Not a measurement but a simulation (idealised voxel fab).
The process module presented herein is designated voxel self aligned contacts.
The figure presents cross-section cut, which has a width of 255 nm and is divided into square cells with an edge length of 5 nm.
When this document writes out a cross-section, it uses a grid of square cells and lists it as bands, beginning at the top and moving down, with a band standing for one or more rows of cells.
The entry gives the band's vertical extent as a top height and a bottom height in nm, then its horizontal make-up as materials from left to right, each with a width in nm. "empty" stands for empty space; a single material marked "everywhere" fills the band edge to edge.
A quick word on heights: they are counted from 0, and under that level the wafer as it came to us is one material throughout. The lowest band is different from the rest in having no bottom; it simply continues downward, written as in "z 0 and below".
A width such as "30..40" changes by the same amount from each row of cells to the next, from the band's top row to its bottom row.
Step marked "no alterations made"? Then no cell in the cross-section changed in it.
For the entry "Enclosed void list", the listed items are empty spaces with no open way to the top whose size is 8 cells or more; each item follows the pattern width x height at distance, where distance is from the left edge and all three are in nm.
Formally, on a step line, whatever follows the settings is a remark that the simulator itself makes on the step.
overlay nm: where the mask lay relative to plan, measured to the right, on steps with a mask; negatives go left.

The steps planned for the process are as follows:
1. RECEIVE,material Si
2. CONFORMAL_DEP,material SiO2,thk nm 5
3. DIRECTIONAL_DEP,material polySi,thk nm 30
4. DIRECTIONAL_DEP,material SiN,thk nm 20
5. MASKED_ETCH,tone cover,mask id GATE,width nm 35,pitch nm 80,etch materials SiN,depth nm 20,overlay nm 0
6. MASKED_ETCH,tone cover,mask id GATE,width nm 35,pitch nm 80,etch materials polySi,depth nm 30,overlay nm -15
7. CONFORMAL_DEP,material SiN,thk nm 10
8. DIRECTIONAL_ETCH,etch materials SiN,depth nm 10
9. FILL_DEP,material SiO2,thk nm 15
10. CMP,height nm 65
11. PATTERN,tone open,mask id CONTACT,material resist,width nm 65,thk nm 20,overlay nm 0
12. DIRECTIONAL_ETCH,etch materials SiO2,depth nm 65
13. STRIP,etch materials resist
14. CONFORMAL_DEP,material TiN,thk nm 5
15. FILL_DEP,material Ru,thk nm 5
16. CMP,height nm 65
17. CONFORMAL_DEP,material SiCN,thk nm 5
Don't read the plan's overlay nm for step 6 as applying to every wafer: that's the first wafer's value, and the wafers differ in it, though they all start identical.

Cross-section: the first of several wafers in its as-received state, i.e. following step 1:
> z 0 and below: Si everywhere
> Enclosed void list: none

What follows is a table in which each wafer occupies a row; for the wafer as it stands at the close of the module, the row states, material by material, how many cells have been gained (+) or lost (-) since receipt, and then gives its closed voids:
overlay nm -15 | +23 Ru | +51 SiCN | +136 SiN | +347 SiO2 | +37 TiN | +120 polySi | Enclosed void list: none
overlay nm -10 | +30 Ru | +51 SiCN | +136 SiN | +352 SiO2 | +37 TiN | +108 polySi | Enclosed void list: none
overlay nm -5 | +37 Ru | +51 SiCN | +136 SiN | +357 SiO2 | +37 TiN | +96 polySi | Enclosed void list: none
overlay nm 0 | +44 Ru | +51 SiCN | +136 SiN | +362 SiO2 | +37 TiN | +84 polySi | Enclosed void list: none
overlay nm 5 | +37 Ru | +51 SiCN | +136 SiN | +357 SiO2 | +37 TiN | +96 polySi | Enclosed void list: none
overlay nm 10 | +30 Ru | +51 SiCN | +136 SiN | +352 SiO2 | +37 TiN | +108 polySi | Enclosed void list: none
overlay nm 15 | +23 Ru | +51 SiCN | +136 SiN | +347 SiO2 | +37 TiN | +120 polySi | Enclosed void list: none
